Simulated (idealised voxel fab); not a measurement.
Presented below is a process module, voxel self aligned vias.
Pictured: cross-section cut, 195 nm wide, on a grid of 5 nm square cells.
Throughout this document, each cross-section is represented as a grid of square cells and is presented as a sequence of bands enumerated from the top downward, where a band comprises one or more rows of cells.
First you get the band's top height and its bottom height, in nm, and then the materials it's made of, left to right, with each width in nm. If you see a single material with "edge to edge", that one covers the band edge to edge. "empty" is empty space.
Height reference: 0 = level under which incoming wafer is all one material. Lowest band: no bottom, runs on downward, e.g. "top 0, no bottom".
The two numbers in a width such as "30->40" mark its ends across the band: the first belongs to the top row of cells, the second to the bottom row, and from each row to the next the width moves by the same amount.
"no alterations made" means the step left every cell of the cross-section as it was.
So "Closed void list" is basically the list of trapped voids: any empty space of 8 cells or more that can't reach the top through an opening. They're written width x height at distance, the distance being from the left edge, and it's all nm.
On each step's line, the part that comes after the settings is the simulator's own comment on the step.
overlay nm: mask offset rightward from planned place, masked step; negative means leftward offset.

[This section lists the process steps that were planned]
step 1: op RECEIVE | material Si
step 2: op CONFORMAL_DEP | material SiO2 | thk nm 10
step 3: op CONFORMAL_DEP | material SiCN | thk nm 5
step 4: op DIRECTIONAL_DEP | material SiO2 | thk nm 30
step 5: op MASKED_ETCH | tone open | mask id LINES | width nm 20 | pitch nm 60 | etch materials SiO2 | depth nm 30 | overlay nm 0
step 6: op CONFORMAL_DEP | material TiN | thk nm 5
step 7: op FILL_DEP | material Ru | thk nm 10
step 8: op CMP | height nm 45
step 9: op SELECTIVE_ETCH | etch materials W Ru TiN | depth nm 5
step 10: op FILL_DEP | material SiN | thk nm 5
step 11: op CMP | height nm 45
step 12: op DIRECTIONAL_DEP | material SiO2 | thk nm 20
step 13: op DIRECTIONAL_DEP | material aC | thk nm 10
step 14: op PATTERN | tone open | mask id VIAS | material resist | width nm 40 | pitch nm 60 | thk nm 30 | overlay nm 0
step 15: op DIRECTIONAL_ETCH | etch materials aC | depth nm 10
step 16: op STRIP | etch materials resist
step 17: op DIRECTIONAL_ETCH | etch materials SiO2 | depth nm 20
step 18: op DIRECTIONAL_ETCH | etch materials SiN | depth nm 5
step 19: op STRIP | etch materials aC
step 20: op CONFORMAL_DEP | material TiN | thk nm 5
step 21: op FILL_DEP | material W | thk nm 10
step 22: op CMP | height nm 65
step 23: op CONFORMAL_DEP | material SiCN | thk nm 5

[Below: the first of two wafers, run as planned]

[Cross-section of the wafer as it came to us, i.e., already through step 1]
> top 0, no bottom | Si edge to edge
> Closed void list: none

[after step 2]
> top 10, bottom 0 | SiO2 edge to edge
> All layers under 0 are left as they were.

[after step 3]
> top 15, bottom 10 | SiCN edge to edge
> All layers under 10 are left as they were.

[after step 4]
> top 45, bottom 15 | SiO2 edge to edge
> All layers under 15 are left as they were.

[after step 5]
> top 45, bottom 15 | SiO2 55 nm / empty 20 nm / SiO2 40 nm / empty 20 nm / SiO2 60 nm
> All layers under 15 are left as they were.

[after step 6]
> top 50, bottom 45 | TiN 60 nm / empty 10 nm / TiN 50 nm / empty 10 nm / TiN 65 nm
> top 45, bottom 20 | SiO2 55 nm / TiN 5 nm / empty 10 nm / TiN 5 nm / SiO2 40 nm / TiN 5 nm / empty 10 nm / TiN 5 nm / SiO2 60 nm
> top 20, bottom 15 | SiO2 55 nm / TiN 20 nm / SiO2 40 nm / TiN 20 nm / SiO2 60 nm
> All layers under 15 are left as they were.

[after step 7]
> top 60, bottom 50 | Ru edge to edge
> top 50, bottom 45 | TiN 60 nm / Ru 10 nm / TiN 50 nm / Ru 10 nm / TiN 65 nm
> top 45, bottom 20 | SiO2 55 nm / TiN 5 nm / Ru 10 nm / TiN 5 nm / SiO2 40 nm / TiN 5 nm / Ru 10 nm / TiN 5 nm / SiO2 60 nm
> All layers under 20 are left as they were.

[after step 8]
> top 45, bottom 20 | SiO2 55 nm / TiN 5 nm / Ru 10 nm / TiN 5 nm / SiO2 40 nm / TiN 5 nm / Ru 10 nm / TiN 5 nm / SiO2 60 nm
> All layers under 20 are left as they were.

[after step 9]
> top 45, bottom 40 | SiO2 55 nm / empty 20 nm / SiO2 40 nm / empty 20 nm / SiO2 60 nm
> All layers under 40 are left as they were.

[after step 10]
> top 50, bottom 45 | SiN edge to edge
> top 45, bottom 40 | SiO2 55 nm / SiN 20 nm / SiO2 40 nm / SiN 20 nm / SiO2 60 nm
> All layers under 40 are left as they were.

[after step 11]
> top 45, bottom 40 | SiO2 55 nm / SiN 20 nm / SiO2 40 nm / SiN 20 nm / SiO2 60 nm
> All layers under 40 are left as they were.

[after step 12]
> top 65, bottom 45 | SiO2 edge to edge
> All layers under 45 are left as they were.

[after step 13]
> top 75, bottom 65 | aC edge to edge
> All layers under 65 are left as they were.

[after step 14]
> top 105, bottom 75 | resist 45 nm / empty 40 nm / resist 20 nm / empty 40 nm / resist 50 nm
> All layers under 75 are left as they were.

[after step 15]
> top 95, bottom 75 | resist 45 nm / empty 40 nm / resist 20 nm / empty 40 nm / resist 50 nm
> top 75, bottom 65 | aC 45 nm / empty 40 nm / aC 20 nm / empty 40 nm / aC 50 nm
> All layers under 65 are left as they were.

[after step 16]
> top 75, bottom 65 | aC 45 nm / empty 40 nm / aC 20 nm / empty 40 nm / aC 50 nm
> All layers under 65 are left as they were.

[after step 17]
> top 75, bottom 65 | aC 45 nm / empty 40 nm / aC 20 nm / empty 40 nm / aC 50 nm
> top 65, bottom 45 | SiO2 45 nm / empty 40 nm / SiO2 20 nm / empty 40 nm / SiO2 50 nm
> All layers under 45 are left as they were.

[after step 18]
> top 75, bottom 65 | aC 45 nm / empty 40 nm / aC 20 nm / empty 40 nm / aC 50 nm
> top 65, bottom 45 | SiO2 45 nm / empty 40 nm / SiO2 20 nm / empty 40 nm / SiO2 50 nm
> top 45, bottom 40 | SiO2 55 nm / empty 20 nm / SiO2 40 nm / empty 20 nm / SiO2 60 nm
> All layers under 40 are left as they were.

[after step 19]
> top 65, bottom 45 | SiO2 45 nm / empty 40 nm / SiO2 20 nm / empty 40 nm / SiO2 50 nm
> All layers under 45 are left as they were.

[after step 20]
> top 70, bottom 65 | TiN 50 nm / empty 30 nm / TiN 30 nm / empty 30 nm / TiN 55 nm
> top 65, bottom 50 | SiO2 45 nm / TiN 5 nm / empty 30 nm / TiN 5 nm / SiO2 20 nm / TiN 5 nm / empty 30 nm / TiN 5 nm / SiO2 50 nm
> top 50, bottom 45 | SiO2 45 nm / TiN 15 nm / empty 10 nm / TiN 15 nm / SiO2 20 nm / TiN 15 nm / empty 10 nm / TiN 15 nm / SiO2 50 nm
> top 45, bottom 40 | SiO2 55 nm / TiN 20 nm / SiO2 40 nm / TiN 20 nm / SiO2 60 nm
> All layers under 40 are left as they were.

[after step 21]
> top 80, bottom 70 | W edge to edge
> top 70, bottom 65 | TiN 50 nm / W 30 nm / TiN 30 nm / W 30 nm / TiN 55 nm
> top 65, bottom 50 | SiO2 45 nm / TiN 5 nm / W 30 nm / TiN 5 nm / SiO2 20 nm / TiN 5 nm / W 30 nm / TiN 5 nm / SiO2 50 nm
> top 50, bottom 45 | SiO2 45 nm / TiN 15 nm / W 10 nm / TiN 15 nm / SiO2 20 nm / TiN 15 nm / W 10 nm / TiN 15 nm / SiO2 50 nm
> All layers under 45 are left as they were.

[after step 22]
> top 65, bottom 50 | SiO2 45 nm / TiN 5 nm / W 30 nm / TiN 5 nm / SiO2 20 nm / TiN 5 nm / W 30 nm / TiN 5 nm / SiO2 50 nm
> All layers under 50 are left as they were.

[after step 23]
> top 70, bottom 65 | SiCN edge to edge
> All layers under 65 are left as they were.

[Second wafer, same starting state and plan as the first, one mistake in the run, identical through step 1]

Cross-section of the second wafer at the time step 2 of the plan should have ended: no alterations made

[Cross-section of the second wafer at the time step 3 of the plan should have ended]
> top 5, bottom 0 | SiCN edge to edge
> All layers under 0 are left as they were.

[Cross-section of the second wafer at the time step 4 of the plan should have ended]
> top 35, bottom 5 | SiO2 edge to edge
> All layers under 5 are left as they were.

[Cross-section of the second wafer at the time step 5 of the plan should have ended]
> top 35, bottom 5 | SiO2 55 nm / empty 20 nm / SiO2 40 nm / empty 20 nm / SiO2 60 nm
> All layers under 5 are left as they were.

[Cross-section of the second wafer at the time step 6 of the plan should have ended]
> top 40, bottom 35 | TiN 60 nm / empty 10 nm / TiN 50 nm / empty 10 nm / TiN 65 nm
> top 35, bottom 10 | SiO2 55 nm / TiN 5 nm / empty 10 nm / TiN 5 nm / SiO2 40 nm / TiN 5 nm / empty 10 nm / TiN 5 nm / SiO2 60 nm
> top 10, bottom 5 | SiO2 55 nm / TiN 20 nm / SiO2 40 nm / TiN 20 nm / SiO2 60 nm
> All layers under 5 are left as they were.

[Cross-section of the second wafer at the time step 7 of the plan should have ended]
> top 50, bottom 40 | Ru edge to edge
> top 40, bottom 35 | TiN 60 nm / Ru 10 nm / TiN 50 nm / Ru 10 nm / TiN 65 nm
> top 35, bottom 10 | SiO2 55 nm / TiN 5 nm / Ru 10 nm / TiN 5 nm / SiO2 40 nm / TiN 5 nm / Ru 10 nm / TiN 5 nm / SiO2 60 nm
> All layers under 10 are left as they were.

[Cross-section of the second wafer at the time step 8 of the plan should have ended]
> top 45, bottom 40 | Ru edge to edge
> All layers under 40 are left as they were.

[Cross-section of the second wafer at the time step 9 of the plan should have ended]
> top 40, bottom 35 | TiN 60 nm / Ru 10 nm / TiN 50 nm / Ru 10 nm / TiN 65 nm
> All layers under 35 are left as they were.

[Cross-section of the second wafer at the time step 10 of the plan should have ended]
> top 45, bottom 40 | SiN edge to edge
> All layers under 40 are left as they were.

Cross-section of the second wafer at the time step 11 of the plan should have ended: no alterations made

[Cross-section of the second wafer at the time step 12 of the plan should have ended]
> top 65, bottom 45 | SiO2 edge to edge
> All layers under 45 are left as they were.

[Cross-section of the second wafer at the time step 13 of the plan should have ended]
> top 75, bottom 65 | aC edge to edge
> All layers under 65 are left as they were.

[Cross-section of the second wafer at the time step 14 of the plan should have ended]
> top 105, bottom 75 | resist 45 nm / empty 40 nm / resist 20 nm / empty 40 nm / resist 50 nm
> All layers under 75 are left as they were.

[Cross-section of the second wafer at the time step 15 of the plan should have ended]
> top 95, bottom 75 | resist 45 nm / empty 40 nm / resist 20 nm / empty 40 nm / resist 50 nm
> top 75, bottom 65 | aC 45 nm / empty 40 nm / aC 20 nm / empty 40 nm / aC 50 nm
> All layers under 65 are left as they were.

[Cross-section of the second wafer at the time step 16 of the plan should have ended]
> top 75, bottom 65 | aC 45 nm / empty 40 nm / aC 20 nm / empty 40 nm / aC 50 nm
> All layers under 65 are left as they were.

[Cross-section of the second wafer at the time step 17 of the plan should have ended]
> top 75, bottom 65 | aC 45 nm / empty 40 nm / aC 20 nm / empty 40 nm / aC 50 nm
> top 65, bottom 45 | SiO2 45 nm / empty 40 nm / SiO2 20 nm / empty 40 nm / SiO2 50 nm
> All layers under 45 are left as they were.

[Cross-section of the second wafer at the time step 18 of the plan should have ended]
> top 75, bottom 65 | aC 45 nm / empty 40 nm / aC 20 nm / empty 40 nm / aC 50 nm
> top 65, bottom 45 | SiO2 45 nm / empty 40 nm / SiO2 20 nm / empty 40 nm / SiO2 50 nm
> top 45, bottom 40 | SiN 45 nm / empty 40 nm / SiN 20 nm / empty 40 nm / SiN 50 nm
> All layers under 40 are left as they were.

[Cross-section of the second wafer at the time step 19 of the plan should have ended]
> top 65, bottom 45 | SiO2 45 nm / empty 40 nm / SiO2 20 nm / empty 40 nm / SiO2 50 nm
> All layers under 45 are left as they were.

[Cross-section of the second wafer at the time step 20 of the plan should have ended]
> top 70, bottom 65 | TiN 50 nm / empty 30 nm / TiN 30 nm / empty 30 nm / TiN 55 nm
> top 65, bottom 45 | SiO2 45 nm / TiN 5 nm / empty 30 nm / TiN 5 nm / SiO2 20 nm / TiN 5 nm / empty 30 nm / TiN 5 nm / SiO2 50 nm
> top 45, bottom 40 | SiN 45 nm / TiN 40 nm / SiN 20 nm / TiN 40 nm / SiN 50 nm
> All layers under 40 are left as they were.

[Cross-section of the second wafer at the time step 21 of the plan should have ended]
> top 80, bottom 70 | W edge to edge
> top 70, bottom 65 | TiN 50 nm / W 30 nm / TiN 30 nm / W 30 nm / TiN 55 nm
> top 65, bottom 45 | SiO2 45 nm / TiN 5 nm / W 30 nm / TiN 5 nm / SiO2 20 nm / TiN 5 nm / W 30 nm / TiN 5 nm / SiO2 50 nm
> All layers under 45 are left as they were.

[Cross-section of the second wafer at the time step 22 of the plan should have ended]
> top 65, bottom 45 | SiO2 45 nm / TiN 5 nm / W 30 nm / TiN 5 nm / SiO2 20 nm / TiN 5 nm / W 30 nm / TiN 5 nm / SiO2 50 nm
> All layers under 45 are left as they were.

[Cross-section of the second wafer at the time step 23 of the plan should have ended]
> top 70, bottom 65 | SiCN edge to edge
> All layers under 65 are left as they were.
Here's what went sideways: plan step 2: skipped, not run
Looking at both finished wafers in cells, the second ends up ahead of or behind the first on some materials: 8 more of Ru | 23 more of SiN | 78 fewer of SiO2 | 39 more of TiN | 8 more of W
